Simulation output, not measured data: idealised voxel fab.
This is a process module. Its name is voxel released beams.
cross-section cut | 190 nm wide | cells 5 nm
Cross-section spec: square-cell grid; bands listed top down; each band is one or more rows. It is stipulated that each band's entry specify, in nanometres, the height of the top of the band and then that of its bottom, followed by the materials of the band in left-to-right sequence, each together with its width in nanometres. A single material marked by the word "throughout" is understood to fill the band from edge to edge; the word "empty" is understood to denote empty space. Zero point of the height axis is 0; under it, received wafer = one material. Lowest band: continues down indefinitely, "from 0 down". So if you see something like "30..40" for the width, read it as the top row of the band sitting at the first number and the bottom row at the second, with every row in between moving by the same amount as the last. Key: "nothing altered" - step with no changed cell in the cross-section. "Sealed cavities": empty spaces of 8 cells or more with no open way to the top, each given as width x height at distance, distance from the left edge, all in nm. Post-settings text on a step line: simulator's own remark regarding the step. overlay nm: step with mask; distance mask lay right of planned place; negative value = left of planned place.

### Listed below are the process steps as planned
step 1: RECEIVE,material Si
step 2: CONFORMAL_DEP,material Al2O3,thk nm 5
step 3: DIRECTIONAL_DEP,material SiO2,thk nm 20
step 4: MASKED_ETCH,tone open,mask id ANCHOR,width nm 35,etch materials SiO2,depth nm 20,overlay nm 0
step 5: CONFORMAL_DEP,material W,thk nm 15
step 6: DIRECTIONAL_DEP,material aC,thk nm 10
step 7: PATTERN,tone cover,mask id BEAM,material resist,width nm 115,thk nm 25,overlay nm 0
step 8: DIRECTIONAL_ETCH,etch materials aC,depth nm 10
step 9: STRIP,etch materials resist
step 10: DIRECTIONAL_ETCH,etch materials W,depth nm 15
step 11: STRIP,etch materials aC
step 12: STRIP,etch materials SiO2

### This is the cross-section of the wafer as we received it, i.e. after step 1
from 0 down = Si throughout
Sealed cavities: none

### Final wafer profile in cross-section after the module, from the same start and plan as above, with one mistake made during processing
from 40 to 25 = empty 45  W 10  empty 5  W 100  empty 30
from 25 to 20 = empty 40  W 15  empty 5  W 15  empty 115
from 20 to 5 = empty 40  W 35  empty 115
from 5 to 0 = Al2O3 throughout
from 0 down = Si throughout
Sealed cavities: none
Deviation noted in wafer processing: step 7 went in with a setting other than planned; the actual run was PATTERN,tone cover,mask id BEAM,material resist,width nm 115,thk nm 25,overlay nm 10
